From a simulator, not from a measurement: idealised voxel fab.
process module | voxel capacitor over wiring
cross-section cut | 210 nm wide | cells 5 nm
A cross-section is a grid of square cells, given in bands from the top down. A band is one or more rows of cells.
Each band's line starts with the height of the band's top and of its bottom, in nm. Then come its materials from left to right, each with its width in nm. One material with "throughout" fills the band from edge to edge. "air" is empty space.
Height 0 is the level under which the wafer as received is all one material. The lowest band goes on downwards, as in "0 down".
A width such as "30 to 40" changes by the same amount from each row of cells to the next, from the band's top row to its bottom row.
"no change" after a step means that no cell of the cross-section changed.
closed voids: empty space of 8 cells or more with no open way to the top, each as width x height at its distance from the left edge, in nm
after a step's settings: what the simulator itself notes on the step
overlay nm, on a step with a mask: how far to the right of its planned place the mask lay; to the left if negative
plan
1 op RECEIVE | material Si
2 op CONFORMAL_DEP | material SiO2 | thk nm 15
3 op CONFORMAL_DEP | material SiN | thk nm 5
4 op DIRECTIONAL_DEP | material lowk | thk nm 15
5 op PATTERN | tone open | mask id METAL_1 | material resist | width nm 20 | pitch nm 75 | thk nm 20 | overlay nm 0
6 op DIRECTIONAL_ETCH | etch materials lowk | depth nm 15
7 op DIRECTIONAL_ETCH | etch materials SiN | depth nm 5
8 op STRIP | etch materials resist
9 op CONFORMAL_DEP | material TiN | thk nm 5
10 op FILL_DEP | material Ru | thk nm 10
11 op CMP | height nm 35
12 op EPI | material Ru | thk nm 5
13 op FILL_DEP | material SiCN | thk nm 5
14 op DIRECTIONAL_DEP | material lowk | thk nm 10
15 op MASKED_ETCH | tone open | mask id PLUG_1 | width nm 15 | etch materials lowk | depth nm 10 | overlay nm 0
16 op MASKED_ETCH | tone open | mask id PLUG_1 | width nm 15 | etch materials SiCN | depth nm 5 | overlay nm 0
17 op EPI | material Ru | thk nm 10
18 op EPI | material Ru | thk nm 5
19 op DIRECTIONAL_DEP | material TiN | thk nm 5
20 op DIRECTIONAL_DEP | material Al2O3 | thk nm 5
21 op DIRECTIONAL_DEP | material TiN | thk nm 5
22 op DIRECTIONAL_DEP | material aC | thk nm 15
23 op PATTERN | tone cover | mask id UPPER_PLATE | material resist | width nm 60 | thk nm 35 | overlay nm 0
24 op DIRECTIONAL_ETCH | etch materials aC | depth nm 15
25 op STRIP | etch materials resist
26 op DIRECTIONAL_ETCH | etch materials TiN | depth nm 5
27 op DIRECTIONAL_ETCH | etch materials Al2O3 | depth nm 5
28 op STRIP | etch materials aC
29 op MASKED_ETCH | tone cover | mask id LOWER_PLATE | width nm 70 | etch materials TiN | depth nm 5 | overlay nm 0
30 op FILL_DEP | material SiO2 | thk nm 20
31 op CMP | height nm 85
32 op PATTERN | tone open | mask id PLUG_2 | material resist | width nm 15 | thk nm 20 | overlay nm 0
33 op DIRECTIONAL_ETCH | etch materials SiO2 | depth nm 15
34 op STRIP | etch materials resist
35 op CONFORMAL_DEP | material TiN | thk nm 5
36 op FILL_DEP | material Cu | thk nm 10
37 op CMP | height nm 85
38 op CONFORMAL_DEP | material SiCN | thk nm 5
as received, after step 1
  0 down: Si throughout
  closed voids: none
a wafer at the end: this start, this plan, one mistake
  90 to 85: SiCN throughout
  85 to 80: SiO2 70 | TiN 5 | Cu 5 | TiN 5 | SiO2 125
  80 to 75: SiO2 70 | TiN 15 | SiO2 125
  75 to 70: SiO2 60 | TiN 5 | SiO2 5 | TiN 50 | SiO2 90
  70 to 65: SiO2 60 | Al2O3 5 | TiN 5 | Al2O3 50 | SiO2 90
  65 to 60: Ru 65 | Al2O3 5 | Ru 140
  60 to 55: TiN 60 | Ru 15 | TiN 135
  55 to 50: lowk 60 | TiN 15 | lowk 135
  50 to 45: lowk 60 | Ru 15 | lowk 135
  45 to 40: SiCN 60 | Ru 15 | SiCN 135
  40 to 35: SiCN 50 | Ru 30 | SiCN 45 | Ru 30 | SiCN 55
  35 to 20: lowk 55 | TiN 5 | Ru 10 | TiN 5 | lowk 55 | TiN 5 | Ru 10 | TiN 5 | lowk 60
  20 to 15: SiN 55 | TiN 20 | SiN 55 | TiN 20 | SiN 60
  15 to 0: SiO2 throughout
  0 down: Si throughout
  closed voids: none
what went wrong: steps 18 and 19 were swapped
